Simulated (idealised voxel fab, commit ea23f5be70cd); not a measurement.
You're looking at the process module voxel quadruple lines.
The cross-section on display is named cut; it measures 205 nm wide, and its cells are 5 nm squares.
Cross-section spec: square-cell grid; bands listed top down; each band is one or more rows.
Top height, bottom height, nm. Materials left to right, width each, nm. Single material + "everywhere" = fills band edge to edge. "empty" = empty.
For the purposes of this specification, 0 denotes the height below which the wafer in its as-received condition is composed wholly of one material, and the lowermost band, lacking a lower limit, extends downward without end, as expressed in "0 down".
With a width like "30->40", each row of cells in the band differs from the next by the same amount, the top row carrying the first number and the bottom row the second.
Given "nothing different" for a step, no cell of the cross-section differs between before and after that step.
In "Voids, enclosed" the enclosed voids are listed, meaning empty spaces of 8 cells or larger without any opening to the top. The form is width x height at distance, distance from the left edge, units nm.
Post-settings text on a step line: simulator's own remark regarding the step.
Each step line may optionally specify "overlay nm", which for a step with a mask gives the rightward distance between the mask's planned place and where it lay, a negative value indicating the leftward direction.

# These are the steps we planned for the process
1: RECEIVE, material Si
2: CONFORMAL_DEP, material Al2O3, thk nm 5
3: DIRECTIONAL_DEP, material Ru, thk nm 15
4: DIRECTIONAL_DEP, material polySi, thk nm 15
5: DIRECTIONAL_DEP, material aC, thk nm 25
6: PATTERN, tone cover, mask id MANDREL, material resist, width nm 30, thk nm 30, overlay nm 0
7: DIRECTIONAL_ETCH, etch materials aC, depth nm 25
8: STRIP, etch materials resist
9: CONFORMAL_DEP, material SiO2, thk nm 10
10: DIRECTIONAL_ETCH, etch materials SiO2, depth nm 10
11: STRIP, etch materials aC
12: DIRECTIONAL_ETCH, etch materials polySi, depth nm 15
13: STRIP, etch materials SiO2
14: CONFORMAL_DEP, material SiCN, thk nm 10
15: DIRECTIONAL_ETCH, etch materials SiCN, depth nm 10
16: STRIP, etch materials polySi
17: DIRECTIONAL_ETCH, etch materials Ru, depth nm 15
18: STRIP, etch materials SiCN
19: FILL_DEP, material lowk, thk nm 10
20: CMP, height nm 20

# first wafer, as planned

# This is the cross-section of the wafer as we received it, i.e. after step 1
- 0 down  Si everywhere
- Voids, enclosed: none

# After step 2, in cross-section
- 5 to 0  Al2O3 everywhere
- below 0: unchanged

# After step 3, in cross-section
- 20 to 5  Ru everywhere
- below 5: unchanged

# After step 4, in cross-section
- 35 to 20  polySi everywhere
- below 20: unchanged

# After step 5, in cross-section
- 60 to 35  aC everywhere
- below 35: unchanged

# After step 6, in cross-section
- 90 to 60  empty 85  resist 30  empty 90
- below 60: unchanged

# After step 7, in cross-section
- 65 to 60  empty 85  resist 30  empty 90
- 60 to 35  empty 85  aC 30  empty 90
- below 35: unchanged

# After step 8, in cross-section
- 60 to 35  empty 85  aC 30  empty 90
- below 35: unchanged

# After step 9, in cross-section
- 70 to 60  empty 75  SiO2 50  empty 80
- 60 to 45  empty 75  SiO2 10  aC 30  SiO2 10  empty 80
- 45 to 35  SiO2 85  aC 30  SiO2 90
- below 35: unchanged

# After step 10, in cross-section
- 60 to 35  empty 75  SiO2 10  aC 30  SiO2 10  empty 80
- below 35: unchanged

# After step 11, in cross-section
- 60 to 35  empty 75  SiO2 10  empty 30  SiO2 10  empty 80
- below 35: unchanged

# After step 12, in cross-section
- 60 to 35  empty 75  SiO2 10  empty 30  SiO2 10  empty 80
- 35 to 20  empty 75  polySi 10  empty 30  polySi 10  empty 80
- below 20: unchanged

# After step 13, in cross-section
- 35 to 20  empty 75  polySi 10  empty 30  polySi 10  empty 80
- below 20: unchanged

# After step 14, in cross-section
- 45 to 35  empty 65  SiCN 30  empty 10  SiCN 30  empty 70
- 35 to 30  empty 65  SiCN 10  polySi 10  SiCN 10  empty 10  SiCN 10  polySi 10  SiCN 10  empty 70
- 30 to 20  SiCN 75  polySi 10  SiCN 30  polySi 10  SiCN 80
- below 20: unchanged

# After step 15, in cross-section
- 35 to 20  empty 65  SiCN 10  polySi 10  SiCN 10  empty 10  SiCN 10  polySi 10  SiCN 10  empty 70
- below 20: unchanged

# After step 16, in cross-section
- 35 to 20  empty 65  SiCN 10  empty 10  SiCN 10  empty 10  SiCN 10  empty 10  SiCN 10  empty 70
- below 20: unchanged

# After step 17, in cross-section
- 35 to 20  empty 65  SiCN 10  empty 10  SiCN 10  empty 10  SiCN 10  empty 10  SiCN 10  empty 70
- 20 to 5  empty 65  Ru 10  empty 10  Ru 10  empty 10  Ru 10  empty 10  Ru 10  empty 70
- below 5: unchanged

# After step 18, in cross-section
- 20 to 5  empty 65  Ru 10  empty 10  Ru 10  empty 10  Ru 10  empty 10  Ru 10  empty 70
- below 5: unchanged

# After step 19, in cross-section
- 30 to 20  lowk everywhere
- 20 to 5  lowk 65  Ru 10  lowk 10  Ru 10  lowk 10  Ru 10  lowk 10  Ru 10  lowk 70
- below 5: unchanged

# After step 20, in cross-section
- 20 to 5  lowk 65  Ru 10  lowk 10  Ru 10  lowk 10  Ru 10  lowk 10  Ru 10  lowk 70
- below 5: unchanged

# Second wafer. Start and plan as for the first. One mistake made in running. Agrees with the first up to and including step 5

# Second wafer, section view, time point: scheduled end of step 6
- 90 to 60  empty 75  resist 30  empty 100
- below 60: unchanged

# Second wafer, section view, time point: scheduled end of step 7
- 65 to 60  empty 75  resist 30  empty 100
- 60 to 35  empty 75  aC 30  empty 100
- below 35: unchanged

# Second wafer, section view, time point: scheduled end of step 8
- 60 to 35  empty 75  aC 30  empty 100
- below 35: unchanged

# Second wafer, section view, time point: scheduled end of step 9
- 70 to 60  empty 65  SiO2 50  empty 90
- 60 to 45  empty 65  SiO2 10  aC 30  SiO2 10  empty 90
- 45 to 35  SiO2 75  aC 30  SiO2 100
- below 35: unchanged

# Second wafer, section view, time point: scheduled end of step 10
- 60 to 35  empty 65  SiO2 10  aC 30  SiO2 10  empty 90
- below 35: unchanged

# Second wafer, section view, time point: scheduled end of step 11
- 60 to 35  empty 65  SiO2 10  empty 30  SiO2 10  empty 90
- below 35: unchanged

# Second wafer, section view, time point: scheduled end of step 12
- 60 to 35  empty 65  SiO2 10  empty 30  SiO2 10  empty 90
- 35 to 20  empty 65  polySi 10  empty 30  polySi 10  empty 90
- below 20: unchanged

# Second wafer, section view, time point: scheduled end of step 13
- 35 to 20  empty 65  polySi 10  empty 30  polySi 10  empty 90
- below 20: unchanged

# Second wafer, section view, time point: scheduled end of step 14
- 45 to 35  empty 55  SiCN 30  empty 10  SiCN 30  empty 80
- 35 to 30  empty 55  SiCN 10  polySi 10  SiCN 10  empty 10  SiCN 10  polySi 10  SiCN 10  empty 80
- 30 to 20  SiCN 65  polySi 10  SiCN 30  polySi 10  SiCN 90
- below 20: unchanged

# Second wafer, section view, time point: scheduled end of step 15
- 35 to 20  empty 55  SiCN 10  polySi 10  SiCN 10  empty 10  SiCN 10  polySi 10  SiCN 10  empty 80
- below 20: unchanged

# Second wafer, section view, time point: scheduled end of step 16
- 35 to 20  empty 55  SiCN 10  empty 10  SiCN 10  empty 10  SiCN 10  empty 10  SiCN 10  empty 80
- below 20: unchanged

# Second wafer, section view, time point: scheduled end of step 17
- 35 to 20  empty 55  SiCN 10  empty 10  SiCN 10  empty 10  SiCN 10  empty 10  SiCN 10  empty 80
- 20 to 5  empty 55  Ru 10  empty 10  Ru 10  empty 10  Ru 10  empty 10  Ru 10  empty 80
- below 5: unchanged

# Second wafer, section view, time point: scheduled end of step 18
- 20 to 5  empty 55  Ru 10  empty 10  Ru 10  empty 10  Ru 10  empty 10  Ru 10  empty 80
- below 5: unchanged

# Second wafer, section view, time point: scheduled end of step 19
- 30 to 20  lowk everywhere
- 20 to 5  lowk 55  Ru 10  lowk 10  Ru 10  lowk 10  Ru 10  lowk 10  Ru 10  lowk 80
- below 5: unchanged

# Second wafer, section view, time point: scheduled end of step 20
- 20 to 5  lowk 55  Ru 10  lowk 10  Ru 10  lowk 10  Ru 10  lowk 10  Ru 10  lowk 80
- below 5: unchanged
Which mistake was made when the wafer was run? step 6 changed vs plan, executed as PATTERN, tone cover, mask id MANDREL, material resist, width nm 30, thk nm 30, overlay nm -10
At the close, every material occupies the same number of cells on the second wafer as on the first, only in different positions.
